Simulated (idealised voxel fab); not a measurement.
This section sets out a process module, namely voxel self aligned contacts.
For reference, the cross-section in this document is cut, with width 200 nm and square cells of 5 nm.
Think of the cross-section as a grid of square cells. We describe it in bands, top to bottom, and each band covers one or more rows of those cells.
A band entry consists of two parts. The first gives the height of the band's top and the height of its bottom, in nm. The rest lists the band's materials from left to right, each with its width in nm. A single material labelled with the word "all across" fills the band from edge to edge, and the word "blank" marks empty space.
The reference from which all heights are counted is 0, the level beneath which the as-received wafer is entirely one material; the lowest band, having no lower bound, proceeds downward and is written after the example "0 down".
Graded width ("30..40"): value in top row of band = first number; value in bottom row = second number; row-to-row change constant.
Step note "everything unchanged" = no cross-section cell changed.
So "Trapped cavities" is basically the list of trapped voids: any empty space of 8 cells or more that can't reach the top through an opening. They're written width x height at distance, the distance being from the left edge, and it's all nm.
Text after the settings on a step's line: the simulator's own remark on that step.
What "overlay nm" on a step's line means: if the step has a mask, that mask lay this far to the right of its planned place, or, when the value is negative, to the left.

**Set out below are the planned steps of the process**
1) RECEIVE [material Si]
2) CONFORMAL_DEP [material SiO2] [thk nm 5]
3) DIRECTIONAL_DEP [material polySi] [thk nm 30]
4) DIRECTIONAL_DEP [material SiN] [thk nm 20]
5) DIRECTIONAL_DEP [material aC] [thk nm 15]
6) PATTERN [tone cover] [mask id GATE] [material resist] [width nm 15] [pitch nm 60] [thk nm 30] [overlay nm 0]
7) DIRECTIONAL_ETCH [etch materials aC] [depth nm 15]
8) STRIP [etch materials resist]
9) DIRECTIONAL_ETCH [etch materials SiN] [depth nm 20]
10) DIRECTIONAL_ETCH [etch materials polySi] [depth nm 30]
11) STRIP [etch materials aC]
12) CONFORMAL_DEP [material SiN] [thk nm 10]
13) DIRECTIONAL_ETCH [etch materials SiN] [depth nm 10]
14) FILL_DEP [material SiO2] [thk nm 15]
15) CMP [height nm 60]
16) MASKED_ETCH [tone open] [mask id CONTACT] [width nm 45] [etch materials SiO2] [depth nm 60] [overlay nm 0]
17) CONFORMAL_DEP [material TiN] [thk nm 5]
18) FILL_DEP [material Ru] [thk nm 5]
19) CMP [height nm 60]
20) CONFORMAL_DEP [material SiN] [thk nm 5]
Be aware that, although all wafers share a common starting state, the width nm at step 6 differs among them, and the plan displays the first wafer's value.

**Cross-section: the first of several wafers in its as-received state, i.e. following step 1**
  0 down | Si all across
  Trapped cavities: none

**wafer rows; end of module; cells per material since receipt: (+) gained, (-) lost; then closed voids**
width nm 15, +33 Ru, +144 SiN, +276 SiO2, +31 TiN, +36 polySi, Trapped cavities: none
width nm 20, +22 Ru, +152 SiN, +267 SiO2, +31 TiN, +48 polySi, Trapped cavities: none
width nm 25, +11 Ru, +160 SiN, +258 SiO2, +31 TiN, +60 polySi, Trapped cavities: none
width nm 30, +168 SiN, +249 SiO2, +31 TiN, +72 polySi, Trapped cavities: none
width nm 35, +176 SiN, +240 SiO2, +20 TiN, +84 polySi, Trapped cavities: none
width nm 40, +184 SiN, +231 SiO2, +9 TiN, +96 polySi, Trapped cavities: none
